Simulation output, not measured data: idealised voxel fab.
Documented hereafter: the process module known as voxel wiring stack.
It is cross-section cut that appears here, measuring 260 nm in width, its square cells being 5 nm in size.
If you're reading a cross-section in this doc, picture square cells in a grid; it comes to you as bands, top ones listed first down to the bottom, and a band can be one or more rows of cells.
What a band's entry tells you: where the top is and where the bottom is, as heights in nm, and after that what lies inside, material by material from left to right, each with its width in nm. Empty space is written as the word "air", and a single material marked with the word "throughout" occupies the band from edge to edge.
We count height from 0. Below that, the starting wafer is all one material. The lowest band never ends at the bottom but goes on down; see "0 nm and below" for how that is written.
Quick explanation for "30..40": the width changes in equal steps down the rows of cells, from the first number in the band's top row to the second number in its bottom row.
Step marked "no modifications"? Then no cell in the cross-section changed in it.
Entry "Closed void roster". Content: empty spaces with no open connection to the top, size 8 cells or greater. Each: width x height at distance. Distance: from left edge. Unit: nm.
On each step's line, the part that comes after the settings is the simulator's own comment on the step.
The optional step-line setting "overlay nm" applies to steps with a mask and quantifies how far to the right of its planned location the mask lay, a negative value indicating leftward placement.

PROCESS STEPS (PLANNED)
1. RECEIVE,material Si
2. CONFORMAL_DEP,material SiO2,thk nm 15
3. CONFORMAL_DEP,material SiN,thk nm 5
4. DIRECTIONAL_DEP,material SiO2,thk nm 20
5. PATTERN,tone open,mask id METAL_1,material resist,width nm 30,pitch nm 60,thk nm 20,overlay nm 0
6. DIRECTIONAL_ETCH,etch materials SiO2,depth nm 20
7. DIRECTIONAL_ETCH,etch materials SiN,depth nm 5
8. STRIP,etch materials resist
9. CONFORMAL_DEP,material TiN,thk nm 5
10. FILL_DEP,material Cu,thk nm 5
11. CMP,height nm 40
12. CONFORMAL_DEP,material SiCN,thk nm 5
13. DIRECTIONAL_DEP,material lowk,thk nm 30
14. PATTERN,tone open,mask id METAL_2_HOLES,material resist,width nm 15,pitch nm 120,thk nm 20,overlay nm 0
15. DIRECTIONAL_ETCH,etch materials lowk,depth nm 30
16. STRIP,etch materials resist
17. DIRECTIONAL_DEP,material aC,thk nm 15
18. PATTERN,tone open,mask id METAL_2,material resist,width nm 30,pitch nm 60,thk nm 35,overlay nm 0
19. DIRECTIONAL_ETCH,etch materials aC,depth nm 15
20. STRIP,etch materials resist
21. DIRECTIONAL_ETCH,etch materials lowk,depth nm 15
22. DIRECTIONAL_ETCH,etch materials SiCN,depth nm 5
23. STRIP,etch materials aC
24. CONFORMAL_DEP,material TiN,thk nm 5
25. FILL_DEP,material Cu,thk nm 5
26. CMP,height nm 75
27. CONFORMAL_DEP,material SiCN,thk nm 5
28. DIRECTIONAL_DEP,material SiO2,thk nm 20
29. PATTERN,tone open,mask id PLUG_2,material resist,width nm 15,pitch nm 60,thk nm 15,overlay nm 0
30. DIRECTIONAL_ETCH,etch materials SiO2,depth nm 20
31. DIRECTIONAL_ETCH,etch materials SiCN,depth nm 5
32. STRIP,etch materials resist
33. CONFORMAL_DEP,material TiN,thk nm 5
34. FILL_DEP,material Cu,thk nm 10
35. CMP,height nm 100
36. DIRECTIONAL_DEP,material TiN,thk nm 5
37. DIRECTIONAL_DEP,material W,thk nm 25
38. MASKED_ETCH,tone cover,mask id METAL_3,width nm 30,pitch nm 60,etch materials W,depth nm 25,overlay nm 0
39. MASKED_ETCH,tone cover,mask id METAL_3,width nm 30,pitch nm 60,etch materials TiN,depth nm 5,overlay nm 0
40. CONFORMAL_DEP,material SiCN,thk nm 5
41. FILL_DEP,material SiO2,thk nm 10
42. CMP,height nm 130
43. CONFORMAL_DEP,material SiCN,thk nm 5
44. DIRECTIONAL_DEP,material lowk,thk nm 20
45. MASKED_ETCH,tone open,mask id PLUG_3,width nm 15,pitch nm 120,etch materials lowk,depth nm 20,overlay nm 0
46. MASKED_ETCH,tone open,mask id PLUG_3,width nm 15,pitch nm 120,etch materials SiCN,depth nm 5,overlay nm 0
47. EPI,material Ru,thk nm 10
48. EPI,material Ru,thk nm 10
49. EPI,material Ru,thk nm 5
50. CONFORMAL_DEP,material SiCN,thk nm 5
51. DIRECTIONAL_DEP,material SiO2,thk nm 25
52. PATTERN,tone open,mask id METAL_4,material resist,width nm 30,pitch nm 60,thk nm 20,overlay nm 0
53. DIRECTIONAL_ETCH,etch materials SiO2,depth nm 25
54. DIRECTIONAL_ETCH,etch materials SiCN,depth nm 5
55. STRIP,etch materials resist
56. CONFORMAL_DEP,material TiN,thk nm 5
57. FILL_DEP,material W,thk nm 5
58. CMP,height nm 185
59. EPI,material Ru,thk nm 5
60. FILL_DEP,material SiCN,thk nm 5

AS-RECEIVED WAFER CROSS-SECTION (AFTER STEP 1)
0 nm and below  Si throughout
Closed void roster: none

WAFER AT MODULE END, IN SECTION. BEGAN AS ABOVE, PLANNED AS ABOVE, RUN WITH ONE MISTAKE
195 nm to 190 nm  SiCN throughout
190 nm to 185 nm  Ru throughout
185 nm to 180 nm  TiN=60 / W=20 / TiN=40 / W=20 / TiN=40 / W=20 / TiN=60
180 nm to 160 nm  SiO2=55 / TiN=5 / W=20 / TiN=5 / SiO2=30 / TiN=5 / W=20 / TiN=5 / SiO2=30 / TiN=5 / W=20 / TiN=5 / SiO2=55
160 nm to 155 nm  SiO2=55 / TiN=30 / SiO2=30 / TiN=30 / SiO2=30 / TiN=30 / SiO2=55
155 nm to 135 nm  lowk=55 / Ru=15 / lowk=105 / Ru=15 / lowk=70
135 nm to 130 nm  SiCN=55 / Ru=15 / SiCN=105 / Ru=15 / SiCN=70
130 nm to 105 nm  SiO2=50 / SiCN=5 / W=30 / SiCN=5 / SiO2=20 / SiCN=5 / W=30 / SiCN=5 / SiO2=20 / SiCN=5 / W=30 / SiCN=5 / SiO2=50
105 nm to 100 nm  SiCN=55 / TiN=30 / SiCN=30 / TiN=30 / SiCN=30 / TiN=30 / SiCN=55
100 nm to 80 nm  SiO2=55 / TiN=5 / Cu=5 / TiN=5 / SiO2=45 / TiN=5 / Cu=5 / TiN=5 / SiO2=45 / TiN=5 / Cu=5 / TiN=5 / SiO2=70
80 nm to 75 nm  SiCN=55 / TiN=15 / SiCN=45 / TiN=15 / SiCN=45 / TiN=15 / SiCN=70
75 nm to 65 nm  lowk=55 / TiN=5 / Cu=20 / TiN=5 / lowk=30 / TiN=5 / Cu=20 / TiN=5 / lowk=30 / TiN=5 / Cu=20 / TiN=5 / lowk=55
65 nm to 60 nm  lowk=55 / TiN=5 / Cu=5 / TiN=20 / lowk=30 / TiN=30 / lowk=30 / TiN=5 / Cu=5 / TiN=20 / lowk=55
60 nm to 45 nm  lowk=55 / TiN=5 / Cu=5 / TiN=5 / lowk=105 / TiN=5 / Cu=5 / TiN=5 / lowk=70
45 nm to 40 nm  SiCN=55 / TiN=15 / SiCN=105 / TiN=15 / SiCN=70
40 nm to 20 nm  SiO2=55 / TiN=5 / Cu=20 / TiN=5 / SiO2=30 / TiN=5 / Cu=20 / TiN=5 / SiO2=30 / TiN=5 / Cu=20 / TiN=5 / SiO2=55
20 nm to 15 nm  SiN=55 / TiN=30 / SiN=30 / TiN=30 / SiN=30 / TiN=30 / SiN=55
15 nm to 0 nm  SiO2 throughout
0 nm and below  Si throughout
Closed void roster: none
Want to know what went wrong? step 50 in the plan did not get run; it was skipped
